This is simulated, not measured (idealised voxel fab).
This section sets out a process module, namely voxel air gaps.
For reference, the cross-section in this document is cut, with width 165 nm and square cells of 5 nm.
Each cross-section below is a grid of square cells, stated as bands in top-down order, with one or more rows of cells making up each band.
Quick guide to a band line: top height, bottom height (nm) up front; then every material left to right with its width in nm. Only one material and it's marked "everywhere"? Then it fills the band edge to edge. And "air" just means empty space.
The level at which height equals 0 is the one under which the wafer, as it arrives, is entirely one material. No lower edge exists for the bottom band, which continues downward and is notated as in "z 0 and below".
Width spec "30 to 40" -> top row of cells at first value, bottom row at second value, equal per-row change in between.
"no modifications" (step): cross-section cells unchanged, all of them.
"Entrapped voids" lists enclosed empty spaces (at least 8 cells, no open path upward to the top), each as width x height at distance from the left edge, in nm.
The remark found on a step's line after its settings is issued by the simulator itself and pertains to that step.
overlay nm: for a step with a mask, the amount by which the mask lay right of where it was planned; a negative amount means left of it.
LIST OF PLANNED PROCESS STEPS
step 1: RECEIVE,material Si
step 2: CONFORMAL_DEP,material SiO2,thk nm 10
step 3: CONFORMAL_DEP,material SiN,thk nm 5
step 4: DIRECTIONAL_DEP,material lowk,thk nm 25
step 5: PATTERN,tone open,mask id LINES,material resist,width nm 15,pitch nm 45,thk nm 20,overlay nm 0
step 6: DIRECTIONAL_ETCH,etch materials lowk,depth nm 35
step 7: STRIP,etch materials resist
step 8: CONFORMAL_DEP,material TiN,thk nm 5
step 9: FILL_DEP,material Ru,thk nm 5
step 10: CMP,height nm 50
step 11: EPI,material Ru,thk nm 10
step 12: SELECTIVE_ETCH,etch materials lowk,depth nm 45
step 13: CONFORMAL_DEP,material SiCN,thk nm 5
Heads up: all these wafers start the same, and what changes between them is the thk nm in step 4. The value you see in the plan is just what the first wafer got.
RECEIVED WAFERS, FIRST OF SEVERAL: CROSS-SECTION AFTER STEP 1
* z 0 and below | Si everywhere
* Entrapped voids: none
CROSS-SECTION AFTER STEP 13, THE FINAL STEP OF THE MODULE, FOR THE FIRST OF SEVERAL WAFERS
* z 65 to 60 | SiCN everywhere
* z 60 to 45 | Ru everywhere
* z 45 to 40 | TiN 35 nm  Ru 5 nm  TiN 40 nm  Ru 5 nm  TiN 40 nm  Ru 5 nm  TiN 35 nm
* z 40 to 20 | lowk 30 nm  TiN 5 nm  Ru 5 nm  TiN 5 nm  lowk 30 nm  TiN 5 nm  Ru 5 nm  TiN 5 nm  lowk 30 nm  TiN 5 nm  Ru 5 nm  TiN 5 nm  lowk 30 nm
* z 20 to 15 | lowk 30 nm  TiN 15 nm  lowk 30 nm  TiN 15 nm  lowk 30 nm  TiN 15 nm  lowk 30 nm
* z 15 to 10 | SiN everywhere
* z 10 to 0 | SiO2 everywhere
* z 0 and below | Si everywhere
* Entrapped voids: none
HERE'S THE LAST WAFER CROSS-SECTIONED AT THE END OF THE MODULE
* z 65 to 60 | air 15 nm  SiCN 135 nm  air 15 nm
* z 60 to 50 | air 15 nm  SiCN 5 nm  Ru 35 nm  SiCN 10 nm  Ru 35 nm  SiCN 10 nm  Ru 35 nm  SiCN 5 nm  air 15 nm
* z 50 to 45 | air 15 nm  SiCN 15 nm  TiN 5 nm  Ru 5 nm  TiN 5 nm  SiCN 30 nm  TiN 5 nm  Ru 5 nm  TiN 5 nm  SiCN 30 nm  TiN 5 nm  Ru 5 nm  TiN 5 nm  SiCN 15 nm  air 15 nm
* z 45 to 20 | air 25 nm  SiCN 5 nm  TiN 5 nm  Ru 5 nm  TiN 5 nm  SiCN 5 nm  air 20 nm  SiCN 5 nm  TiN 5 nm  Ru 5 nm  TiN 5 nm  SiCN 5 nm  air 20 nm  SiCN 5 nm  TiN 5 nm  Ru 5 nm  TiN 5 nm  SiCN 5 nm  air 25 nm
* z 20 to 15 | SiCN 30 nm  TiN 15 nm  SiCN 30 nm  TiN 15 nm  SiCN 30 nm  TiN 15 nm  SiCN 30 nm
* z 15 to 10 | SiN everywhere
* z 10 to 0 | SiO2 everywhere
* z 0 and below | Si everywhere
* Entrapped voids: 20 x 25 at 50; 20 x 25 at 95
SO IN THIS TABLE EVERY WAFER GETS ITS OWN ROW, AND WHAT YOU SEE IS WHERE IT STANDS AT THE END OF THE MODULE: FOR EACH MATERIAL, HOW MANY CELLS IT PICKED UP (+) OR GAVE UP (-) SINCE WE RECEIVED IT, AND AFTER THAT ITS CLOSED VOIDS
thk nm 25 | +114 Ru | +33 SiCN | +33 SiN | +66 SiO2 | +63 TiN | +120 lowk | Entrapped voids: none
thk nm 30 | +84 Ru | +33 SiCN | +33 SiN | +66 SiO2 | +69 TiN | +144 lowk | Entrapped voids: none
thk nm 35 | +60 Ru | +111 SiCN | +33 SiN | +66 SiO2 | +45 TiN | Entrapped voids: 20 x 25 at 50; 20 x 25 at 95
